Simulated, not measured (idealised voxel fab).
Process module name: voxel double patterning
FYI the section here is cut, 235 nm wide, cells are 5 nm squares.
A cross-section in this document is a grid of square cells, and it is written down as bands, the top band listed before the ones below it; a band is made up of one or more rows of cells.
In this notation a band is specified by the heights of its top and bottom, in that order and in nm, after which its materials appear from left to right, each paired with its width in nm. The word "everywhere" attached to a single material means that material fills the band from edge to edge; the word "blank" stands for empty space.
Height 0 is the level under which the wafer as received is all one material. The lowest band goes on downwards, as in "0..down".
The notation "30->40" denotes a width that varies across the rows of cells in the band, beginning at the first number in the top row, finishing at the second number in the bottom row, and changing by an identical amount from each row to the next.
You'll sometimes find "stayed the same" written for a step, and that's the way of saying that nowhere in the cross-section did a cell change during that step.
For the entry "Enclosed voids", the listed items are empty spaces with no open way to the top whose size is 8 cells or more; each item follows the pattern width x height at distance, where distance is from the left edge and all three are in nm.
Text after the settings on a step's line: the simulator's own remark on that step.
Each step line may optionally specify "overlay nm", which for a step with a mask gives the rightward distance between the mask's planned place and where it lay, a negative value indicating the leftward direction.
Steps in the process plan:
- 1: op RECEIVE | material Si
- 2: op CONFORMAL_DEP | material SiN | thk nm 10
- 3: op DIRECTIONAL_DEP | material SiO2 | thk nm 20
- 4: op DIRECTIONAL_DEP | material SiCN | thk nm 5
- 5: op MASKED_ETCH | tone open | mask id FIRST | width nm 15 | pitch nm 50 | etch materials SiCN | depth nm 5 | overlay nm 0
- 6: op DIRECTIONAL_DEP | material aC | thk nm 15
- 7: op PATTERN | tone open | mask id SECOND | material resist | width nm 15 | pitch nm 50 | thk nm 35 | overlay nm 0
- 8: op DIRECTIONAL_ETCH | etch materials aC | depth nm 15
- 9: op STRIP | etch materials resist
- 10: op DIRECTIONAL_ETCH | etch materials SiCN | depth nm 5
- 11: op STRIP | etch materials aC
- 12: op DIRECTIONAL_ETCH | etch materials SiO2 | depth nm 20
- 13: op STRIP | etch materials SiCN
What sets these wafers apart? The width nm at step 5. They all start alike, and the plan carries the first wafer's value.
Incoming state of the first of several wafers in cross-section: after step 1:
	0..down  Si everywhere
	Enclosed voids: none
The rows of the table below are wafers. Looking at the end of the module, a row counts, for every material, the cells the wafer has gained, shown as (+), or lost, shown as (-), since it was received; its closed voids come next:
width nm 15 | +94 SiN | +128 SiO2 | Enclosed voids: none
width nm 20 | +94 SiN | +116 SiO2 | Enclosed voids: none
width nm 25 | +94 SiN | +104 SiO2 | Enclosed voids: none
width nm 30 | +94 SiN | +92 SiO2 | Enclosed voids: none
